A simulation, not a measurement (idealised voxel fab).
process module | voxel capacitor over wiring
cross-section cut | 270 nm wide | cells 5 nm
A cross-section is a grid of square cells, given in bands from the top down. A band is one or more rows of cells.
Each band's line starts with the height of the band's top and of its bottom, in nm. Then come its materials from left to right, each with its width in nm. One material with "throughout" fills the band from edge to edge. "air" is empty space.
Height 0 is the level under which the wafer as received is all one material. The lowest band goes on downwards, as in "0 down".
A width such as "30 to 40" changes by the same amount from each row of cells to the next, from the band's top row to its bottom row.
"no change" after a step means that no cell of the cross-section changed.
closed voids: empty space of 8 cells or more with no open way to the top, each as width x height at its distance from the left edge, in nm
after a step's settings: what the simulator itself notes on the step
overlay nm, on a step with a mask: how far to the right of its planned place the mask lay; to the left if negative
plan
1 op RECEIVE | material Si
2 op CONFORMAL_DEP | material SiO2 | thk nm 10
3 op DIRECTIONAL_DEP | material TiN | thk nm 5
4 op DIRECTIONAL_DEP | material W | thk nm 15
5 op MASKED_ETCH | tone cover | mask id METAL_1 | width nm 25 | pitch nm 95 | etch materials W | depth nm 15 | overlay nm 0
6 op MASKED_ETCH | tone cover | mask id METAL_1 | width nm 25 | pitch nm 95 | etch materials TiN | depth nm 5 | overlay nm 0
7 op CONFORMAL_DEP | material SiCN | thk nm 5
8 op FILL_DEP | material lowk | thk nm 10
9 op CMP | height nm 30
10 op CONFORMAL_DEP | material SiCN | thk nm 5
11 op DIRECTIONAL_DEP | material SiO2 | thk nm 10
12 op DIRECTIONAL_DEP | material aC | thk nm 15
13 op PATTERN | tone open | mask id PLUG_1 | material resist | width nm 15 | thk nm 30 | overlay nm 0
14 op DIRECTIONAL_ETCH | etch materials aC | depth nm 15
15 op STRIP | etch materials resist
16 op DIRECTIONAL_ETCH | etch materials SiO2 | depth nm 10
17 op DIRECTIONAL_ETCH | etch materials SiCN | depth nm 5
18 op STRIP | etch materials aC
19 op EPI | material Ru | thk nm 10
20 op EPI | material Ru | thk nm 5
21 op DIRECTIONAL_DEP | material TiN | thk nm 10
22 op DIRECTIONAL_DEP | material HfO2 | thk nm 5
23 op DIRECTIONAL_DEP | material TiN | thk nm 5
24 op MASKED_ETCH | tone cover | mask id UPPER_PLATE | width nm 75 | etch materials TiN | depth nm 5 | overlay nm 0
25 op MASKED_ETCH | tone cover | mask id UPPER_PLATE | width nm 75 | etch materials HfO2 | depth nm 5 | overlay nm 0
26 op DIRECTIONAL_DEP | material aC | thk nm 10
27 op PATTERN | tone cover | mask id LOWER_PLATE | material resist | width nm 85 | thk nm 25 | overlay nm 0
28 op DIRECTIONAL_ETCH | etch materials aC | depth nm 10
29 op STRIP | etch materials resist
30 op DIRECTIONAL_ETCH | etch materials TiN | depth nm 10
31 op STRIP | etch materials aC
32 op FILL_DEP | material SiO2 | thk nm 20
33 op CMP | height nm 80
34 op PATTERN | tone open | mask id PLUG_2 | material resist | width nm 15 | thk nm 20 | overlay nm 0
35 op DIRECTIONAL_ETCH | etch materials SiO2 | depth nm 15
36 op STRIP | etch materials resist
37 op CONFORMAL_DEP | material TiN | thk nm 5
38 op FILL_DEP | material W | thk nm 10
39 op CMP | height nm 80
40 op CONFORMAL_DEP | material SiN | thk nm 5
as received, after step 1
  0 down: Si throughout
  closed voids: none
a wafer at the end: this start, this plan, one mistake
  85 to 80: SiN throughout
  80 to 70: SiO2 95 | TiN 5 | W 5 | TiN 5 | SiO2 160
  70 to 65: SiO2 95 | TiN 15 | SiO2 160
  65 to 60: SiO2 85 | TiN 15 | SiO2 55 | TiN 5 | SiO2 110
  60 to 55: SiO2 85 | HfO2 15 | SiO2 55 | HfO2 5 | SiO2 110
  55 to 50: SiO2 80 | TiN 20 | SiO2 55 | TiN 10 | SiO2 105
  50 to 45: SiO2 80 | TiN 85 | SiO2 105
  45 to 40: SiO2 60 | Ru 25 | SiO2 15 | HfO2 55 | Ru 55 | SiO2 60
  40 to 35: SiO2 60 | Ru 25 | SiO2 15 | TiN 55 | Ru 55 | SiO2 60
  35 to 30: SiO2 60 | Ru 25 | SiCN 15 | TiN 55 | Ru 55 | SiO2 60
  30 to 15: lowk 70 | SiCN 5 | W 25 | SiCN 5 | lowk 60 | SiCN 5 | W 25 | SiCN 5 | lowk 70
  15 to 10: SiCN 75 | TiN 25 | SiCN 70 | TiN 25 | SiCN 75
  10 to 0: SiO2 throughout
  0 down: Si throughout
  closed voids: none
what went wrong: step 13 ran as: op PATTERN | tone cover | mask id PLUG_1 | material resist | width nm 15 | thk nm 30 | overlay nm 0
